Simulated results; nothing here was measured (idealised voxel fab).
process module | voxel gate over fins
cross-section cut | 175 nm wide | cells 5 nm
A cross-section is a grid of square cells, given in bands from the top down. A band is one or more rows of cells.
Each band's line starts with the height of the band's top and of its bottom, in nm. Then come its materials from left to right, each with its width in nm. One material with "throughout" fills the band from edge to edge. "air" is empty space.
Height 0 is the level under which the wafer as received is all one material. The lowest band goes on downwards, as in "0 down".
A width such as "30 to 40" changes by the same amount from each row of cells to the next, from the band's top row to its bottom row.
"no change" after a step means that no cell of the cross-section changed.
closed voids: empty space of 8 cells or more with no open way to the top, each as width x height at its distance from the left edge, in nm
after a step's settings: what the simulator itself notes on the step
overlay nm, on a step with a mask: how far to the right of its planned place the mask lay; to the left if negative
plan
1 op RECEIVE | material Si
2 op CONFORMAL_DEP | material SiN | thk nm 5
3 op DIRECTIONAL_DEP | material aC | thk nm 15
4 op PATTERN | tone cover | mask id FINS | material resist | width nm 15 | pitch nm 35 | thk nm 35 | overlay nm 0
5 op DIRECTIONAL_ETCH | etch materials aC | depth nm 15
6 op STRIP | etch materials resist
7 op DIRECTIONAL_ETCH | etch materials SiN | depth nm 5
8 op DIRECTIONAL_ETCH | etch materials Si | depth nm 30
9 op STRIP | etch materials aC
10 op FILL_DEP | material SiO2 | thk nm 5
11 op CMP | height nm 5
12 op SELECTIVE_ETCH | etch materials SiO2 | depth nm 20
13 op STRIP | etch materials SiN
14 op CONFORMAL_DEP | material HfO2 | thk nm 5
15 op CONFORMAL_DEP | material TiN | thk nm 5
16 op FILL_DEP | material W | thk nm 10
17 op CMP | height nm 15
18 op CONFORMAL_DEP | material SiCN | thk nm 10
as received, after step 1
  0 down: Si throughout
  closed voids: none
a wafer at the end: this start, this plan, one mistake
  25 to 15: SiCN throughout
  15 to 10: W throughout
  10 to 5: W 50 | TiN 70 | W 55
  5 to 0: W 50 | TiN 5 | HfO2 25 | TiN 10 | HfO2 25 | TiN 5 | W 55
  0 to -5: W 50 | TiN 5 | HfO2 5 | Si 15 | HfO2 5 | TiN 10 | HfO2 5 | Si 15 | HfO2 5 | TiN 5 | W 55
  -5 to -10: TiN 55 | HfO2 5 | Si 15 | HfO2 5 | TiN 10 | HfO2 5 | Si 15 | HfO2 5 | TiN 60
  -10 to -15: HfO2 45 | TiN 10 | HfO2 5 | Si 15 | HfO2 5 | TiN 10 | HfO2 5 | Si 15 | HfO2 5 | TiN 10 | HfO2 50
  -15 to -20: SiO2 40 | HfO2 20 | Si 15 | HfO2 20 | Si 15 | HfO2 20 | SiO2 45
  -20 to -30: SiO2 60 | Si 15 | SiO2 20 | Si 15 | SiO2 65
  -30 down: Si throughout
  closed voids: none
what went wrong: steps 12 and 13 were swapped
